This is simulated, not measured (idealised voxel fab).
The name of this process module is voxel self aligned contacts.
The width of the displayed cross-section, cut, is 180 nm; its cells are square, with a size of 5 nm.
In this document a cross-section is written as a grid of square cells. It is given as a series of bands, listed from the top down, and a band is one or more rows of cells.
Look at the band entry: it leads with the top's height and the bottom's height in nm. Then it lists the materials left to right, with a width in nm for each. The word "throughout" on a single material says that material fills the band edge to edge. The word "blank" is empty space.
Ref level 0: as-received wafer is one material below here. Bottom band extends down with no lower bound ("0 down").
The notation "30..40" denotes a width that varies across the rows of cells in the band, beginning at the first number in the top row, finishing at the second number in the bottom row, and changing by an identical amount from each row to the next.
Step note "nothing got changed" = no cross-section cell changed.
In the "Enclosed cavities" entry, you get each enclosed empty space of 8 cells or more, one with no open way to the top, written width x height at distance, distance from the left edge, in nm.
That trailing text on a step's line, after the settings, is the simulator's own remark on the step.
A step line may carry the setting "overlay nm", which, for steps involving a mask, states the distance by which the mask lay to the right of its intended position; negative values denote displacement to the left.
Planned process steps:
1: op RECEIVE | material Si
2: op CONFORMAL_DEP | material SiO2 | thk nm 5
3: op DIRECTIONAL_DEP | material polySi | thk nm 20
4: op DIRECTIONAL_DEP | material SiN | thk nm 20
5: op MASKED_ETCH | tone cover | mask id GATE | width nm 30 | pitch nm 75 | etch materials SiN | depth nm 20 | overlay nm 0
6: op MASKED_ETCH | tone cover | mask id GATE | width nm 30 | pitch nm 75 | etch materials polySi | depth nm 20 | overlay nm 0
7: op CONFORMAL_DEP | material SiN | thk nm 10
8: op DIRECTIONAL_ETCH | etch materials SiN | depth nm 10
9: op FILL_DEP | material SiO2 | thk nm 10
10: op CMP | height nm 50
11: op PATTERN | tone open | mask id CONTACT | material resist | width nm 55 | thk nm 20 | overlay nm 0
12: op DIRECTIONAL_ETCH | etch materials SiO2 | depth nm 50
13: op STRIP | etch materials resist
14: op CONFORMAL_DEP | material TiN | thk nm 5
15: op FILL_DEP | material Ru | thk nm 5
16: op CMP | height nm 50
17: op CONFORMAL_DEP | material SiCN | thk nm 5
Step 1 complete: cross-section of the wafer as received:
- 0 down = Si throughout
- Enclosed cavities: none
Cross-section: first of two wafers, module finished, run according to plan:
- 55 to 50 = SiCN throughout
- 50 to 45 = 60 nm SiO2  20 nm TiN  15 nm Ru  20 nm TiN  65 nm SiO2
- 45 to 25 = 25 nm SiO2  50 nm SiN  5 nm TiN  15 nm Ru  5 nm TiN  50 nm SiN  30 nm SiO2
- 25 to 5 = 25 nm SiO2  10 nm SiN  30 nm polySi  10 nm SiN  5 nm TiN  15 nm Ru  5 nm TiN  10 nm SiN  30 nm polySi  10 nm SiN  30 nm SiO2
- 5 to 0 = 75 nm SiO2  25 nm TiN  80 nm SiO2
- 0 down = Si throughout
- Enclosed cavities: none
Cross-section of the latter of the two wafers at module completion. It had an identical start and an identical plan to the former; in running it, one mistake was made:
- 55 to 50 = SiCN throughout
- 50 to 45 = 60 nm SiO2  10 nm TiN  15 nm Ru  30 nm TiN  65 nm SiO2
- 45 to 30 = 15 nm SiO2  50 nm SiN  5 nm TiN  15 nm Ru  5 nm TiN  50 nm SiN  40 nm SiO2
- 30 to 25 = 15 nm SiO2  50 nm SiN  15 nm TiN  5 nm Ru  5 nm TiN  50 nm SiN  40 nm SiO2
- 25 to 5 = 15 nm SiO2  10 nm SiN  40 nm polySi  10 nm SiN  5 nm TiN  5 nm Ru  5 nm TiN  10 nm SiN  40 nm polySi  10 nm SiN  30 nm SiO2
- 5 to 0 = 75 nm SiO2  15 nm TiN  90 nm SiO2
- 0 down = Si throughout
- Enclosed cavities: none
Diagnosis: step 5 did not use the planned setting and instead ran as op MASKED_ETCH | tone cover | mask id GATE | width nm 30 | pitch nm 75 | etch materials SiN | depth nm 20 | overlay nm -10
Final cells, second wafer relative to first, materials higher or lower: -10 Ru | -6 SiO2 | +16 polySi
